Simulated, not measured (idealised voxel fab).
You're looking at the process module voxel released beams.
This is section cut - it's 275 nm across, gridded in 5 nm square cells.
Cross-section spec: square-cell grid; bands listed top down; each band is one or more rows.
Each band's line starts with the height of the band's top and of its bottom, in nm. Then come its materials from left to right, each with its width in nm. One material with "throughout" fills the band from edge to edge. "empty" is empty space.
Basically, 0 is our baseline, since under it the wafer straight out of the box is all one material. The bottom band has no lower end and keeps on going down, so it looks like "0 -> down".
It should be noted that a width expressed as "30->40" varies in equal increments from row to row of cells within the band, taking the value of the first number at the top row and that of the second number at the bottom row.
When a step is marked "nothing changed", none of the cells in the cross-section changed during that step.
Voids not open to the top, 8 cells minimum: see "Closed void roster". Written width x height at distance; distance is from the left edge; nm.
What comes after the settings on a step's line is commentary from the simulator itself on that step.
overlay nm: mask right of planned place by this much (step with mask). Neg. = left.

-- Below is the list of planned process steps
1: RECEIVE,material Si
2: CONFORMAL_DEP,material Al2O3,thk nm 5
3: DIRECTIONAL_DEP,material SiO2,thk nm 20
4: MASKED_ETCH,tone open,mask id ANCHOR,width nm 25,etch materials SiO2,depth nm 20,overlay nm 0
5: CONFORMAL_DEP,material SiN,thk nm 10
6: DIRECTIONAL_DEP,material aC,thk nm 10
7: PATTERN,tone cover,mask id BEAM,material resist,width nm 75,thk nm 25,overlay nm 0
8: DIRECTIONAL_ETCH,etch materials aC,depth nm 10
9: STRIP,etch materials resist
10: DIRECTIONAL_ETCH,etch materials SiN,depth nm 10
11: STRIP,etch materials aC
12: STRIP,etch materials SiO2

-- Here's what the wafer looked like in cross-section when it arrived - that's after step 1
* 0 -> down: Si throughout
* Closed void roster: none

-- What the wafer looks like in cross-section after this module, when it starts as shown above and follows the plan above but one mistake is made in running it
* 35 -> 25: empty: 95 / SiN: 75 / empty: 105
* 25 -> 5: empty: 105 / SiN: 15 / empty: 155
* 5 -> 0: Al2O3 throughout
* 0 -> down: Si throughout
* Closed void roster: none
Here's what went sideways: rather than as planned, step 4 actually ran as MASKED_ETCH,tone open,mask id ANCHOR,width nm 15,etch materials SiO2,depth nm 20,overlay nm 0
